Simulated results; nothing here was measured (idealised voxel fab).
process module | voxel ribs on slabs
cross-section cut | 220 nm wide | cells 5 nm
A cross-section is a grid of square cells, given in bands from the top down. A band is one or more rows of cells.
Each band's line starts with the height of the band's top and of its bottom, in nm. Then come its materials from left to right, each with its width in nm. One material with "throughout" fills the band from edge to edge. "air" is empty space.
Height 0 is the level under which the wafer as received is all one material. The lowest band goes on downwards, as in "0 down".
A width such as "30 to 40" changes by the same amount from each row of cells to the next, from the band's top row to its bottom row.
"no change" after a step means that no cell of the cross-section changed.
closed voids: empty space of 8 cells or more with no open way to the top, each as width x height at its distance from the left edge, in nm
after a step's settings: what the simulator itself notes on the step
overlay nm, on a step with a mask: how far to the right of its planned place the mask lay; to the left if negative
plan
1 op RECEIVE | material Si
2 op DIRECTIONAL_DEP | material SiO2 | thk nm 20
3 op DIRECTIONAL_DEP | material polySi | thk nm 25
4 op MASKED_ETCH | tone cover | mask id RIB | width nm 15 | etch materials polySi | depth nm 15 | overlay nm 0
5 op PATTERN | tone cover | mask id SLAB | material resist | width nm 50 | thk nm 20 | overlay nm 0
6 op DIRECTIONAL_ETCH | etch materials polySi | depth nm 10
7 op STRIP | etch materials resist
8 op FILL_DEP | material SiO2 | thk nm 20
9 op CMP | height nm 60
10 op DIRECTIONAL_DEP | material W | thk nm 5
11 op PATTERN | tone cover | mask id HEATER | material resist | width nm 30 | thk nm 20 | overlay nm 0
12 op DIRECTIONAL_ETCH | etch materials W | depth nm 5
13 op STRIP | etch materials resist
14 op CONFORMAL_DEP | material SiN | thk nm 5
varied across the wafers: width nm of step 4. The plan shows the first wafer's value. All wafers start alike
first wafer as received, after step 1
  0 down: Si throughout
  closed voids: none
each wafer at the end: cells of each material gained (+) or lost (-) since it was received, then its closed voids
width nm 15 | +46 SiN | +499 SiO2 | +6 W | +29 polySi | closed voids: none
width nm 20 | +46 SiN | +496 SiO2 | +6 W | +32 polySi | closed voids: none
width nm 25 | +46 SiN | +493 SiO2 | +6 W | +35 polySi | closed voids: none
width nm 30 | +46 SiN | +490 SiO2 | +6 W | +38 polySi | closed voids: none
width nm 35 | +46 SiN | +487 SiO2 | +6 W | +41 polySi | closed voids: none
